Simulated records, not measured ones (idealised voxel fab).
Documented hereafter: the process module known as voxel self aligned contacts.
FYI the section here is cut, 225 nm wide, cells are 5 nm squares.
Format of a cross-section: grid, square cells. Given as bands. Order: top down. Band: one or more rows of cells.
Band: top and bottom heights (nm) first, top before bottom; then materials from left to right, widths in nm. "edge to edge" marks a sole material filling the band edge to edge. "air" denotes empty space.
It should be noted that heights are counted from 0, beneath which the wafer as supplied is of one material throughout, and that the lowest band possesses no lower boundary but continues downward, as written in "0 -> down".
The notation "30->40" denotes a width that varies across the rows of cells in the band, beginning at the first number in the top row, finishing at the second number in the bottom row, and changing by an identical amount from each row to the next.
Where the words "nothing got changed" appear for a step, the cross-section shows no cell changed by that step; every cell remained as before.
Any empty space of 8 cells or more lacking an open way to the top shows up in "Enclosed void inventory" as width x height at distance, distance from the left edge, in nm.
Whatever follows a step's settings on its line is a remark the simulator itself makes about that step.
The optional step-line setting "overlay nm" applies to steps with a mask and quantifies how far to the right of its planned location the mask lay, a negative value indicating leftward placement.

Intended process steps:
1: RECEIVE (material Si)
2: CONFORMAL_DEP (material SiO2; thk nm 5)
3: DIRECTIONAL_DEP (material polySi; thk nm 30)
4: DIRECTIONAL_DEP (material SiN; thk nm 20)
5: PATTERN (tone cover; mask id GATE; material resist; width nm 25; pitch nm 60; thk nm 20; overlay nm 0)
6: DIRECTIONAL_ETCH (etch materials SiN; depth nm 20)
7: DIRECTIONAL_ETCH (etch materials polySi; depth nm 30)
8: STRIP (etch materials resist)
9: CONFORMAL_DEP (material SiN; thk nm 5)
10: DIRECTIONAL_ETCH (etch materials SiN; depth nm 5)
11: FILL_DEP (material SiO2; thk nm 15)
12: CMP (height nm 60)
13: MASKED_ETCH (tone open; mask id CONTACT; width nm 45; etch materials SiO2; depth nm 60; overlay nm 0)
14: CONFORMAL_DEP (material TiN; thk nm 5)
15: FILL_DEP (material Ru; thk nm 10)
16: CMP (height nm 60)
17: CONFORMAL_DEP (material SiCN; thk nm 5)

First out of two wafers; run went to plan:

As-received state of the wafer in cross-section, equivalent to post-step 1:
* 0 -> down: Si edge to edge
* Enclosed void inventory: none

Step 2 done - wafer cross-section:
* 5 -> 0: SiO2 edge to edge
* below 0: unchanged

Step 3 done - wafer cross-section:
* 35 -> 5: polySi edge to edge
* below 5: unchanged

Step 4 done - wafer cross-section:
* 55 -> 35: SiN edge to edge
* below 35: unchanged

Step 5 done - wafer cross-section:
* 75 -> 55: 70 nm air / 25 nm resist / 35 nm air / 25 nm resist / 70 nm air
* below 55: unchanged

Step 6 done - wafer cross-section:
* 75 -> 55: 70 nm air / 25 nm resist / 35 nm air / 25 nm resist / 70 nm air
* 55 -> 35: 70 nm air / 25 nm SiN / 35 nm air / 25 nm SiN / 70 nm air
* below 35: unchanged

Step 7 done - wafer cross-section:
* 75 -> 55: 70 nm air / 25 nm resist / 35 nm air / 25 nm resist / 70 nm air
* 55 -> 35: 70 nm air / 25 nm SiN / 35 nm air / 25 nm SiN / 70 nm air
* 35 -> 5: 70 nm air / 25 nm polySi / 35 nm air / 25 nm polySi / 70 nm air
* below 5: unchanged

Step 8 done - wafer cross-section:
* 55 -> 35: 70 nm air / 25 nm SiN / 35 nm air / 25 nm SiN / 70 nm air
* below 35: unchanged

Step 9 done - wafer cross-section:
* 60 -> 35: 65 nm air / 35 nm SiN / 25 nm air / 35 nm SiN / 65 nm air
* 35 -> 10: 65 nm air / 5 nm SiN / 25 nm polySi / 5 nm SiN / 25 nm air / 5 nm SiN / 25 nm polySi / 5 nm SiN / 65 nm air
* 10 -> 5: 70 nm SiN / 25 nm polySi / 35 nm SiN / 25 nm polySi / 70 nm SiN
* below 5: unchanged

Step 10 done - wafer cross-section:
* 55 -> 35: 65 nm air / 35 nm SiN / 25 nm air / 35 nm SiN / 65 nm air
* 35 -> 5: 65 nm air / 5 nm SiN / 25 nm polySi / 5 nm SiN / 25 nm air / 5 nm SiN / 25 nm polySi / 5 nm SiN / 65 nm air
* below 5: unchanged

Step 11 done - wafer cross-section:
* 70 -> 55: SiO2 edge to edge
* 55 -> 35: 65 nm SiO2 / 35 nm SiN / 25 nm SiO2 / 35 nm SiN / 65 nm SiO2
* 35 -> 5: 65 nm SiO2 / 5 nm SiN / 25 nm polySi / 5 nm SiN / 25 nm SiO2 / 5 nm SiN / 25 nm polySi / 5 nm SiN / 65 nm SiO2
* below 5: unchanged

Step 12 done - wafer cross-section:
* 60 -> 55: SiO2 edge to edge
* below 55: unchanged

Step 13 done - wafer cross-section:
* 60 -> 55: 90 nm SiO2 / 45 nm air / 90 nm SiO2
* 55 -> 35: 65 nm SiO2 / 35 nm SiN / 25 nm air / 35 nm SiN / 65 nm SiO2
* 35 -> 5: 65 nm SiO2 / 5 nm SiN / 25 nm polySi / 5 nm SiN / 25 nm air / 5 nm SiN / 25 nm polySi / 5 nm SiN / 65 nm SiO2
* 5 -> 0: 100 nm SiO2 / 25 nm air / 100 nm SiO2
* below 0: unchanged

Step 14 done - wafer cross-section:
* 65 -> 60: 95 nm TiN / 35 nm air / 95 nm TiN
* 60 -> 55: 90 nm SiO2 / 15 nm TiN / 15 nm air / 15 nm TiN / 90 nm SiO2
* 55 -> 35: 65 nm SiO2 / 35 nm SiN / 5 nm TiN / 15 nm air / 5 nm TiN / 35 nm SiN / 65 nm SiO2
* 35 -> 5: 65 nm SiO2 / 5 nm SiN / 25 nm polySi / 5 nm SiN / 5 nm TiN / 15 nm air / 5 nm TiN / 5 nm SiN / 25 nm polySi / 5 nm SiN / 65 nm SiO2
* 5 -> 0: 100 nm SiO2 / 25 nm TiN / 100 nm SiO2
* below 0: unchanged

Step 15 done - wafer cross-section:
* 75 -> 65: Ru edge to edge
* 65 -> 60: 95 nm TiN / 35 nm Ru / 95 nm TiN
* 60 -> 55: 90 nm SiO2 / 15 nm TiN / 15 nm Ru / 15 nm TiN / 90 nm SiO2
* 55 -> 35: 65 nm SiO2 / 35 nm SiN / 5 nm TiN / 15 nm Ru / 5 nm TiN / 35 nm SiN / 65 nm SiO2
* 35 -> 5: 65 nm SiO2 / 5 nm SiN / 25 nm polySi / 5 nm SiN / 5 nm TiN / 15 nm Ru / 5 nm TiN / 5 nm SiN / 25 nm polySi / 5 nm SiN / 65 nm SiO2
* below 5: unchanged

Step 16 done - wafer cross-section:
* 60 -> 55: 90 nm SiO2 / 15 nm TiN / 15 nm Ru / 15 nm TiN / 90 nm SiO2
* below 55: unchanged

Step 17 done - wafer cross-section:
* 65 -> 60: SiCN edge to edge
* below 60: unchanged

The remaining wafer, second of the two, started like the first and was run to the same plan, except that one mistake was made along the way; the two coincide through step 14, inclusive:

Cross-section of the second wafer at the time by which step 15 should have been completed according to the plan:
* 75 -> 65: SiN edge to edge
* 65 -> 60: 95 nm TiN / 35 nm SiN / 95 nm TiN
* 60 -> 55: 90 nm SiO2 / 15 nm TiN / 15 nm SiN / 15 nm TiN / 90 nm SiO2
* 55 -> 35: 65 nm SiO2 / 35 nm SiN / 5 nm TiN / 15 nm SiN / 5 nm TiN / 35 nm SiN / 65 nm SiO2
* 35 -> 5: 65 nm SiO2 / 5 nm SiN / 25 nm polySi / 5 nm SiN / 5 nm TiN / 15 nm SiN / 5 nm TiN / 5 nm SiN / 25 nm polySi / 5 nm SiN / 65 nm SiO2
* below 5: unchanged

Cross-section of the second wafer at the time by which step 16 should have been completed according to the plan:
* 60 -> 55: 90 nm SiO2 / 15 nm TiN / 15 nm SiN / 15 nm TiN / 90 nm SiO2
* below 55: unchanged

Cross-section of the second wafer at the time by which step 17 should have been completed according to the plan:
* 65 -> 60: SiCN edge to edge
* below 60: unchanged
Against the plan, the run slipped here: step 15 ran with different settings than intended, the actual operation and settings being FILL_DEP (material SiN; thk nm 10)
End of process, cell counts, second wafer against first, materials with more or fewer: Ru: 33 fewer, SiN: 33 more
